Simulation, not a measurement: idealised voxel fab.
process module | voxel fin reveal
cross-section cut | 155 nm wide | cells 5 nm
A cross-section is a grid of square cells, given in bands from the top down. A band is one or more rows of cells.
Each band's line starts with the height of the band's top and of its bottom, in nm. Then come its materials from left to right, each with its width in nm. One material with "throughout" fills the band from edge to edge. "air" is empty space.
Height 0 is the level under which the wafer as received is all one material. The lowest band goes on downwards, as in "0 down".
A width such as "30 to 40" changes by the same amount from each row of cells to the next, from the band's top row to its bottom row.
"no change" after a step means that no cell of the cross-section changed.
closed voids: empty space of 8 cells or more with no open way to the top, each as width x height at its distance from the left edge, in nm
after a step's settings: what the simulator itself notes on the step
overlay nm, on a step with a mask: how far to the right of its planned place the mask lay; to the left if negative
plan
1 op RECEIVE | material Si
2 op CONFORMAL_DEP | material SiN | thk nm 5
3 op DIRECTIONAL_DEP | material aC | thk nm 15
4 op PATTERN | tone cover | mask id FINS | material resist | width nm 15 | pitch nm 40 | thk nm 35 | overlay nm 0
5 op DIRECTIONAL_ETCH | etch materials aC | depth nm 15
6 op STRIP | etch materials resist
7 op DIRECTIONAL_ETCH | etch materials SiN | depth nm 5
8 op DIRECTIONAL_ETCH | etch materials Si | depth nm 35
9 op STRIP | etch materials aC
10 op FILL_DEP | material SiO2 | thk nm 10
11 op CMP | height nm 5
12 op SELECTIVE_ETCH | etch materials SiO2 | depth nm 15
13 op STRIP | etch materials SiN
14 op CONFORMAL_DEP | material SiO2 | thk nm 5
as received, after step 1
  0 down: Si throughout
  closed voids: none
first wafer at the end, as planned
  5 to 0: air 45 | SiO2 25 | air 15 | SiO2 25 | air 45
  0 to -5: air 45 | SiO2 5 | Si 15 | SiO2 5 | air 15 | SiO2 5 | Si 15 | SiO2 5 | air 45
  -5 to -35: SiO2 50 | Si 15 | SiO2 25 | Si 15 | SiO2 50
  -35 down: Si throughout
  closed voids: none
second wafer at the end: like start, like plan, one mistake
  5 to 0: air 45 | SiO2 25 | air 15 | SiO2 25 | air 45
  0 to -5: air 45 | SiO2 5 | Si 15 | SiO2 5 | air 15 | SiO2 5 | Si 15 | SiO2 5 | air 45
  -5 to -10: SiO2 40 | air 5 | SiO2 5 | Si 15 | SiO2 5 | air 15 | SiO2 5 | Si 15 | SiO2 5 | air 5 | SiO2 40
  -10 to -35: SiO2 50 | Si 15 | SiO2 25 | Si 15 | SiO2 50
  -35 down: Si throughout
  closed voids: none
what went wrong: steps 12 and 13 were swapped
at the end the second wafer has, in cells: 5 fewer of SiO2
